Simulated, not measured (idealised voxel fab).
process module | voxel released beams
cross-section cut | 245 nm wide | cells 5 nm
A cross-section is a grid of square cells, given in bands from the top down. A band is one or more rows of cells.
Each band's line starts with the height of the band's top and of its bottom, in nm. Then come its materials from left to right, each with its width in nm. One material with "throughout" fills the band from edge to edge. "air" is empty space.
Height 0 is the level under which the wafer as received is all one material. The lowest band goes on downwards, as in "0 down".
A width such as "30 to 40" changes by the same amount from each row of cells to the next, from the band's top row to its bottom row.
"no change" after a step means that no cell of the cross-section changed.
closed voids: empty space of 8 cells or more with no open way to the top, each as width x height at its distance from the left edge, in nm
after a step's settings: what the simulator itself notes on the step
overlay nm, on a step with a mask: how far to the right of its planned place the mask lay; to the left if negative
plan
1 op RECEIVE | material Si
2 op CONFORMAL_DEP | material Al2O3 | thk nm 5
3 op DIRECTIONAL_DEP | material SiO2 | thk nm 15
4 op DIRECTIONAL_DEP | material aC | thk nm 10
5 op PATTERN | tone open | mask id ANCHOR | material resist | width nm 25 | thk nm 30 | overlay nm 0
6 op DIRECTIONAL_ETCH | etch materials aC | depth nm 10
7 op STRIP | etch materials resist
8 op DIRECTIONAL_ETCH | etch materials SiO2 | depth nm 15
9 op STRIP | etch materials aC
10 op CONFORMAL_DEP | material polySi | thk nm 10
11 op DIRECTIONAL_DEP | material aC | thk nm 15
12 op PATTERN | tone cover | mask id BEAM | material resist | width nm 80 | thk nm 30 | overlay nm 0
13 op DIRECTIONAL_ETCH | etch materials aC | depth nm 15
14 op STRIP | etch materials resist
15 op DIRECTIONAL_ETCH | etch materials polySi | depth nm 10
16 op STRIP | etch materials aC
17 op STRIP | etch materials SiO2
as received, after step 1
  0 down: Si throughout
  closed voids: none
a wafer at the end: this start, this plan, one mistake
  30 to 20: air 75 | polySi 20 | air 5 | polySi 55 | air 90
  20 to 15: air 85 | polySi 10 | air 5 | polySi 10 | air 135
  15 to 5: air 85 | polySi 25 | air 135
  5 to 0: Al2O3 throughout
  0 down: Si throughout
  closed voids: none
what went wrong: step 12 ran as: op PATTERN | tone cover | mask id BEAM | material resist | width nm 80 | thk nm 30 | overlay nm -5
